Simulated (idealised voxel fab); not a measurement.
process module | voxel transistor to metal
cross-section cut | 185 nm wide | cells 5 nm
A cross-section is a grid of square cells, given in bands from the top down. A band is one or more rows of cells.
Each band's line starts with the height of the band's top and of its bottom, in nm. Then come its materials from left to right, each with its width in nm. One material with "throughout" fills the band from edge to edge. "air" is empty space.
Height 0 is the level under which the wafer as received is all one material. The lowest band goes on downwards, as in "0 down".
A width such as "30 to 40" changes by the same amount from each row of cells to the next, from the band's top row to its bottom row.
"no change" after a step means that no cell of the cross-section changed.
closed voids: empty space of 8 cells or more with no open way to the top, each as width x height at its distance from the left edge, in nm
after a step's settings: what the simulator itself notes on the step
overlay nm, on a step with a mask: how far to the right of its planned place the mask lay; to the left if negative
plan
1 op RECEIVE | material Si
2 op OXIDIZE | depth nm 5
3 op CONFORMAL_DEP | material SiN | thk nm 10
4 op DIRECTIONAL_DEP | material aC | thk nm 10
5 op PATTERN | tone cover | mask id ACTIVE | material resist | width nm 105 | thk nm 25 | overlay nm 0
6 op DIRECTIONAL_ETCH | etch materials aC | depth nm 10
7 op STRIP | etch materials resist
8 op DIRECTIONAL_ETCH | etch materials SiN | depth nm 10
9 op DIRECTIONAL_ETCH | etch materials SiO2 | depth nm 5
10 op DIRECTIONAL_ETCH | etch materials Si | depth nm 35
11 op STRIP | etch materials aC
12 op OXIDIZE | depth nm 5
13 op FILL_DEP | material SiO2 | thk nm 5
14 op CMP | height nm 10
15 op SELECTIVE_ETCH | etch materials SiO2 | depth nm 5
16 op STRIP | etch materials SiN
17 op SELECTIVE_ETCH | etch materials SiO2 | depth nm 5
18 op OXIDIZE | depth nm 5
19 op DIRECTIONAL_DEP | material polySi | thk nm 30
20 op DIRECTIONAL_DEP | material SiCN | thk nm 10
21 op PATTERN | tone cover | mask id GATE | material resist | width nm 25 | thk nm 20 | overlay nm 0
22 op DIRECTIONAL_ETCH | etch materials SiCN | depth nm 20
23 op DIRECTIONAL_ETCH | etch materials polySi | depth nm 40
24 op STRIP | etch materials resist
25 op CONFORMAL_DEP | material SiO2 | thk nm 5
26 op DIRECTIONAL_ETCH | etch materials SiO2 | depth nm 5
27 op CONFORMAL_DEP | material SiN | thk nm 5
28 op DIRECTIONAL_ETCH | etch materials SiN | depth nm 5
29 op DIRECTIONAL_ETCH | etch materials SiO2 | depth nm 5
30 op DIRECTIONAL_ETCH | etch materials Si | depth nm 10
31 op EPI | material nSi | thk nm 10
32 op FILL_DEP | material SiO2 | thk nm 10
33 op CMP | height nm 35
34 op DIRECTIONAL_DEP | material SiO2 | thk nm 15
35 op PATTERN | tone open | mask id CONTACT | material resist | width nm 20 | pitch nm 75 | thk nm 15 | overlay nm 0
36 op DIRECTIONAL_ETCH | etch materials SiO2 | depth nm 60
37 op STRIP | etch materials resist
38 op CONFORMAL_DEP | material TiN | thk nm 5
39 op FILL_DEP | material Ru | thk nm 5
40 op CMP | height nm 50
41 op DIRECTIONAL_DEP | material TiN | thk nm 5
42 op DIRECTIONAL_DEP | material W | thk nm 15
43 op DIRECTIONAL_DEP | material aC | thk nm 15
44 op PATTERN | tone cover | mask id METAL_1 | material resist | width nm 20 | pitch nm 75 | thk nm 35 | overlay nm 0
45 op DIRECTIONAL_ETCH | etch materials aC | depth nm 15
46 op STRIP | etch materials resist
47 op DIRECTIONAL_ETCH | etch materials W | depth nm 15
48 op DIRECTIONAL_ETCH | etch materials TiN | depth nm 5
49 op STRIP | etch materials aC
50 op CONFORMAL_DEP | material SiN | thk nm 5
51 op FILL_DEP | material lowk | thk nm 10
52 op CMP | height nm 70
53 op CONFORMAL_DEP | material SiCN | thk nm 5
54 op DIRECTIONAL_DEP | material SiO2 | thk nm 35
55 op MASKED_ETCH | tone open | mask id METAL_2 | width nm 20 | pitch nm 75 | etch materials SiO2 | depth nm 20 | overlay nm 0
56 op MASKED_ETCH | tone open | mask id METAL_2_HOLES | width nm 15 | pitch nm 75 | etch materials SiO2 | depth nm 15 | overlay nm 0
57 op MASKED_ETCH | tone open | mask id METAL_2_HOLES | width nm 15 | pitch nm 75 | etch materials SiCN | depth nm 5 | overlay nm 0
58 op CONFORMAL_DEP | material TiN | thk nm 5
59 op FILL_DEP | material Ru | thk nm 5
60 op CMP | height nm 110
61 op CONFORMAL_DEP | material SiN | thk nm 5
as received, after step 1
  0 down: Si throughout
  closed voids: none
a wafer at the end: this start, this plan, one mistake
  115 to 110: SiN throughout
  110 to 95: SiO2 45 | TiN 5 | Ru 10 | TiN 5 | SiO2 55 | TiN 5 | Ru 10 | TiN 5 | SiO2 45
  95 to 90: SiO2 45 | TiN 5 | Ru 5 | TiN 10 | SiO2 55 | TiN 5 | Ru 5 | TiN 10 | SiO2 45
  90 to 75: SiO2 45 | TiN 5 | Ru 5 | TiN 5 | SiO2 60 | TiN 5 | Ru 5 | TiN 5 | SiO2 50
  75 to 70: SiCN 45 | TiN 15 | SiCN 60 | TiN 15 | SiCN 50
  70 to 55: lowk 40 | SiN 5 | W 20 | SiN 5 | lowk 45 | SiN 5 | W 20 | SiN 5 | lowk 40
  55 to 50: SiN 45 | TiN 20 | SiN 55 | TiN 20 | SiN 45
  50 to 35: SiO2 45 | TiN 5 | Ru 10 | TiN 5 | SiO2 55 | TiN 5 | Ru 10 | TiN 5 | SiO2 45
  35 to 25: SiO2 45 | TiN 5 | Ru 10 | TiN 5 | SiO2 5 | SiN 5 | SiO2 5 | SiCN 25 | SiO2 5 | SiN 5 | SiO2 5 | TiN 5 | Ru 10 | TiN 5 | SiO2 45
  25 to 5: SiO2 45 | TiN 5 | Ru 10 | TiN 5 | SiO2 5 | SiN 5 | SiO2 5 | polySi 25 | SiO2 5 | SiN 5 | SiO2 5 | TiN 5 | Ru 10 | TiN 5 | SiO2 45
  5 to 0: SiO2 45 | TiN 5 | Ru 5 | TiN 10 | SiO2 5 | SiN 5 | SiO2 5 | polySi 25 | SiO2 5 | SiN 5 | SiO2 5 | TiN 10 | Ru 5 | TiN 5 | SiO2 45
  0 to -5: SiO2 40 | SiN 5 | TiN 5 | Ru 5 | TiN 5 | nSi 10 | SiN 5 | SiO2 5 | polySi 25 | SiO2 5 | SiN 5 | nSi 10 | TiN 5 | Ru 5 | TiN 5 | SiN 5 | SiO2 40
  -5 to -10: SiO2 45 | TiN 15 | nSi 10 | SiO2 45 | nSi 10 | TiN 15 | SiO2 45
  -10 to -20: SiO2 45 | nSi 25 | Si 45 | nSi 25 | SiO2 45
  -20 to -80: SiO2 45 | Si 95 | SiO2 45
  -80 down: Si throughout
  closed voids: none
what went wrong: step 10 was run twice
